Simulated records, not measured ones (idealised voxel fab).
process module | voxel tone inversion
cross-section cut | 300 nm wide | cells 5 nm
A cross-section is a grid of square cells, given in bands from the top down. A band is one or more rows of cells.
Each band's line starts with the height of the band's top and of its bottom, in nm. Then come its materials from left to right, each with its width in nm. One material with "throughout" fills the band from edge to edge. "air" is empty space.
Height 0 is the level under which the wafer as received is all one material. The lowest band goes on downwards, as in "0 down".
A width such as "30 to 40" changes by the same amount from each row of cells to the next, from the band's top row to its bottom row.
"no change" after a step means that no cell of the cross-section changed.
closed voids: empty space of 8 cells or more with no open way to the top, each as width x height at its distance from the left edge, in nm
after a step's settings: what the simulator itself notes on the step
overlay nm, on a step with a mask: how far to the right of its planned place the mask lay; to the left if negative
plan
1 op RECEIVE | material Si
2 op CONFORMAL_DEP | material SiCN | thk nm 10
3 op DIRECTIONAL_DEP | material polySi | thk nm 20
4 op PATTERN | tone cover | mask id POSTS | material resist | width nm 25 | pitch nm 55 | thk nm 30 | overlay nm 0
5 op DIRECTIONAL_ETCH | etch materials polySi | depth nm 20
6 op STRIP | etch materials resist
7 op FILL_DEP | material SiO2 | thk nm 10
8 op CMP | height nm 30
9 op STRIP | etch materials polySi
10 op CONFORMAL_DEP | material TiN | thk nm 5
11 op FILL_DEP | material Cu | thk nm 10
12 op CMP | height nm 30
13 op CONFORMAL_DEP | material SiN | thk nm 5
first wafer, as planned
as received, after step 1
  0 down: Si throughout
  closed voids: none
after step 2
  10 to 0: SiCN throughout
  below 0: unchanged
after step 3
  30 to 10: polySi throughout
  below 10: unchanged
after step 4
  60 to 30: air 55 | resist 25 | air 30 | resist 25 | air 30 | resist 25 | air 30 | resist 25 | air 55
  below 30: unchanged
after step 5
  60 to 30: air 55 | resist 25 | air 30 | resist 25 | air 30 | resist 25 | air 30 | resist 25 | air 55
  30 to 10: air 55 | polySi 25 | air 30 | polySi 25 | air 30 | polySi 25 | air 30 | polySi 25 | air 55
  below 10: unchanged
after step 6
  30 to 10: air 55 | polySi 25 | air 30 | polySi 25 | air 30 | polySi 25 | air 30 | polySi 25 | air 55
  below 10: unchanged
after step 7
  40 to 30: SiO2 throughout
  30 to 10: SiO2 55 | polySi 25 | SiO2 30 | polySi 25 | SiO2 30 | polySi 25 | SiO2 30 | polySi 25 | SiO2 55
  below 10: unchanged
after step 8
  30 to 10: SiO2 55 | polySi 25 | SiO2 30 | polySi 25 | SiO2 30 | polySi 25 | SiO2 30 | polySi 25 | SiO2 55
  below 10: unchanged
after step 9
  30 to 10: SiO2 55 | air 25 | SiO2 30 | air 25 | SiO2 30 | air 25 | SiO2 30 | air 25 | SiO2 55
  below 10: unchanged
after step 10
  35 to 30: TiN 60 | air 15 | TiN 40 | air 15 | TiN 40 | air 15 | TiN 40 | air 15 | TiN 60
  30 to 15: SiO2 55 | TiN 5 | air 15 | TiN 5 | SiO2 30 | TiN 5 | air 15 | TiN 5 | SiO2 30 | TiN 5 | air 15 | TiN 5 | SiO2 30 | TiN 5 | air 15 | TiN 5 | SiO2 55
  15 to 10: SiO2 55 | TiN 25 | SiO2 30 | TiN 25 | SiO2 30 | TiN 25 | SiO2 30 | TiN 25 | SiO2 55
  below 10: unchanged
after step 11
  45 to 35: Cu throughout
  35 to 30: TiN 60 | Cu 15 | TiN 40 | Cu 15 | TiN 40 | Cu 15 | TiN 40 | Cu 15 | TiN 60
  30 to 15: SiO2 55 | TiN 5 | Cu 15 | TiN 5 | SiO2 30 | TiN 5 | Cu 15 | TiN 5 | SiO2 30 | TiN 5 | Cu 15 | TiN 5 | SiO2 30 | TiN 5 | Cu 15 | TiN 5 | SiO2 55
  below 15: unchanged
after step 12
  30 to 15: SiO2 55 | TiN 5 | Cu 15 | TiN 5 | SiO2 30 | TiN 5 | Cu 15 | TiN 5 | SiO2 30 | TiN 5 | Cu 15 | TiN 5 | SiO2 30 | TiN 5 | Cu 15 | TiN 5 | SiO2 55
  below 15: unchanged
after step 13
  35 to 30: SiN throughout
  below 30: unchanged
second wafer: like start, like plan, one mistake. Through step 9 it matches the first wafer
when step 10 should have ended
  35 to 30: SiN 60 | air 15 | SiN 40 | air 15 | SiN 40 | air 15 | SiN 40 | air 15 | SiN 60
  30 to 15: SiO2 55 | SiN 5 | air 15 | SiN 5 | SiO2 30 | SiN 5 | air 15 | SiN 5 | SiO2 30 | SiN 5 | air 15 | SiN 5 | SiO2 30 | SiN 5 | air 15 | SiN 5 | SiO2 55
  15 to 10: SiO2 55 | SiN 25 | SiO2 30 | SiN 25 | SiO2 30 | SiN 25 | SiO2 30 | SiN 25 | SiO2 55
  below 10: unchanged
when step 11 should have ended
  45 to 35: Cu throughout
  35 to 30: SiN 60 | Cu 15 | SiN 40 | Cu 15 | SiN 40 | Cu 15 | SiN 40 | Cu 15 | SiN 60
  30 to 15: SiO2 55 | SiN 5 | Cu 15 | SiN 5 | SiO2 30 | SiN 5 | Cu 15 | SiN 5 | SiO2 30 | SiN 5 | Cu 15 | SiN 5 | SiO2 30 | SiN 5 | Cu 15 | SiN 5 | SiO2 55
  below 15: unchanged
when step 12 should have ended
  30 to 15: SiO2 55 | SiN 5 | Cu 15 | SiN 5 | SiO2 30 | SiN 5 | Cu 15 | SiN 5 | SiO2 30 | SiN 5 | Cu 15 | SiN 5 | SiO2 30 | SiN 5 | Cu 15 | SiN 5 | SiO2 55
  below 15: unchanged
when step 13 should have ended
  35 to 30: SiN throughout
  below 30: unchanged
what went wrong: step 10 ran as: op CONFORMAL_DEP | material SiN | thk nm 5
at the end the second wafer has, in cells: 44 more of SiN | 44 fewer of TiN
